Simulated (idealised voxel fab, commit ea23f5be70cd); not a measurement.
This is a process module. Its name is voxel ribs on slabs.
Each square cell in cross-section cut measures 5 nm, and the section as a whole is 225 nm wide.
In this document a cross-section is written as a grid of square cells. It is given as a series of bands, listed from the top down, and a band is one or more rows of cells.
Each band's line starts with the height of the band's top and of its bottom, in nm. Then come its materials from left to right, each with its width in nm. One material with "throughout" fills the band from edge to edge. "air" is empty space.
All heights in this document are referenced to 0, defined as the level beneath which the wafer, as received, consists entirely of one material. The lowest band is not bounded below; it extends indefinitely downward and is written in the form "from 0 down".
When a width is written as two numbers, as in "30 to 40", the first number is the width in the top row of cells of the band and the second is the width in its bottom row, and the width changes by the same amount from each row to the next.
Where a step carries "nothing altered", the cross-section came out of it unchanged, cell for cell.
Empty spaces counting at least 8 cells and having no open way to the top are listed in "Enclosed voids". The notation width x height at distance is used for each, the distance being from the left edge and all three values in nm.
On each step's line, the part that comes after the settings is the simulator's own comment on the step.
overlay nm, on a step with a mask: how far to the right of its planned place the mask lay; to the left if negative
THESE ARE THE STEPS WE PLANNED FOR THE PROCESS
- 1: RECEIVE: material Si
- 2: DIRECTIONAL_DEP: material SiO2, thk nm 25
- 3: DIRECTIONAL_DEP: material polySi, thk nm 20
- 4: PATTERN: tone cover, mask id RIB, material resist, width nm 15, thk nm 20, overlay nm 0
- 5: DIRECTIONAL_ETCH: etch materials polySi, depth nm 15
- 6: STRIP: etch materials resist
- 7: MASKED_ETCH: tone cover, mask id SLAB, width nm 65, etch materials polySi, depth nm 5, overlay nm 0
- 8: FILL_DEP: material SiO2, thk nm 20
- 9: CMP: height nm 55
- 10: DIRECTIONAL_DEP: material W, thk nm 10
- 11: PATTERN: tone cover, mask id HEATER, material resist, width nm 25, thk nm 15, overlay nm 0
- 12: DIRECTIONAL_ETCH: etch materials W, depth nm 10
- 13: STRIP: etch materials resist
- 14: CONFORMAL_DEP: material SiN, thk nm 10
INCOMING WAFER, CROSS-SECTIONAL VIEW, POST STEP 1
* from 0 down  Si throughout
* Enclosed voids: none
FIRST WAFER OF TWO, SECTIONED AT END OF MODULE; RUN WENT PER PLAN
* from 75 to 65  air 90 nm, then SiN 45 nm, then air 90 nm
* from 65 to 55  SiN 100 nm, then W 25 nm, then SiN 100 nm
* from 55 to 45  SiO2 throughout
* from 45 to 30  SiO2 105 nm, then polySi 15 nm, then SiO2 105 nm
* from 30 to 25  SiO2 80 nm, then polySi 65 nm, then SiO2 80 nm
* from 25 to 0  SiO2 throughout
* from 0 down  Si throughout
* Enclosed voids: none
SECOND WAFER AT THE END: LIKE START, LIKE PLAN, ONE MISTAKE
* from 75 to 65  air 95 nm, then SiN 35 nm, then air 95 nm
* from 65 to 55  SiN 105 nm, then W 15 nm, then SiN 105 nm
* from 55 to 45  SiO2 throughout
* from 45 to 30  SiO2 105 nm, then polySi 15 nm, then SiO2 105 nm
* from 30 to 25  SiO2 80 nm, then polySi 65 nm, then SiO2 80 nm
* from 25 to 0  SiO2 throughout
* from 0 down  Si throughout
* Enclosed voids: none
what went wrong: step 11: run off-plan, actual operation and settings PATTERN: tone cover, mask id HEATER, material resist, width nm 15, thk nm 15, overlay nm 0
At the finish, the second wafer shows more or fewer cells for some materials than the first does: W -4
